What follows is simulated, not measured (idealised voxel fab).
process module | voxel fin reveal
cross-section cut | 205 nm wide | cells 5 nm
A cross-section is a grid of square cells, given in bands from the top down. A band is one or more rows of cells.
Each band's line starts with the height of the band's top and of its bottom, in nm. Then come its materials from left to right, each with its width in nm. One material with "throughout" fills the band from edge to edge. "air" is empty space.
Height 0 is the level under which the wafer as received is all one material. The lowest band goes on downwards, as in "0 down".
A width such as "30 to 40" changes by the same amount from each row of cells to the next, from the band's top row to its bottom row.
"no change" after a step means that no cell of the cross-section changed.
closed voids: empty space of 8 cells or more with no open way to the top, each as width x height at its distance from the left edge, in nm
after a step's settings: what the simulator itself notes on the step
overlay nm, on a step with a mask: how far to the right of its planned place the mask lay; to the left if negative
plan
1 op RECEIVE | material Si
2 op CONFORMAL_DEP | material SiN | thk nm 5
3 op DIRECTIONAL_DEP | material aC | thk nm 10
4 op PATTERN | tone cover | mask id FINS | material resist | width nm 15 | pitch nm 40 | thk nm 25 | overlay nm 0
5 op DIRECTIONAL_ETCH | etch materials aC | depth nm 10
6 op STRIP | etch materials resist
7 op DIRECTIONAL_ETCH | etch materials SiN | depth nm 5
8 op DIRECTIONAL_ETCH | etch materials Si | depth nm 35
9 op STRIP | etch materials aC
10 op OXIDIZE | depth nm 5
11 op FILL_DEP | material SiO2 | thk nm 5
12 op CMP | height nm 5
13 op SELECTIVE_ETCH | etch materials SiO2 | depth nm 15
14 op STRIP | etch materials SiN
15 op CONFORMAL_DEP | material SiO2 | thk nm 5
as received, after step 1
  0 down: Si throughout
  closed voids: none
a wafer at the end: this start, this plan, one mistake
  5 to 0: air 35 | SiO2 15 | air 25 | SiO2 15 | air 25 | SiO2 15 | air 25 | SiO2 15 | air 35
  0 to -20: air 35 | SiO2 5 | Si 5 | SiO2 5 | air 25 | SiO2 5 | Si 5 | SiO2 5 | air 25 | SiO2 5 | Si 5 | SiO2 5 | air 25 | SiO2 5 | Si 5 | SiO2 5 | air 35
  -20 to -40: SiO2 40 | Si 5 | SiO2 35 | Si 5 | SiO2 35 | Si 5 | SiO2 35 | Si 5 | SiO2 40
  -40 down: Si throughout
  closed voids: none
what went wrong: step 13 was run twice
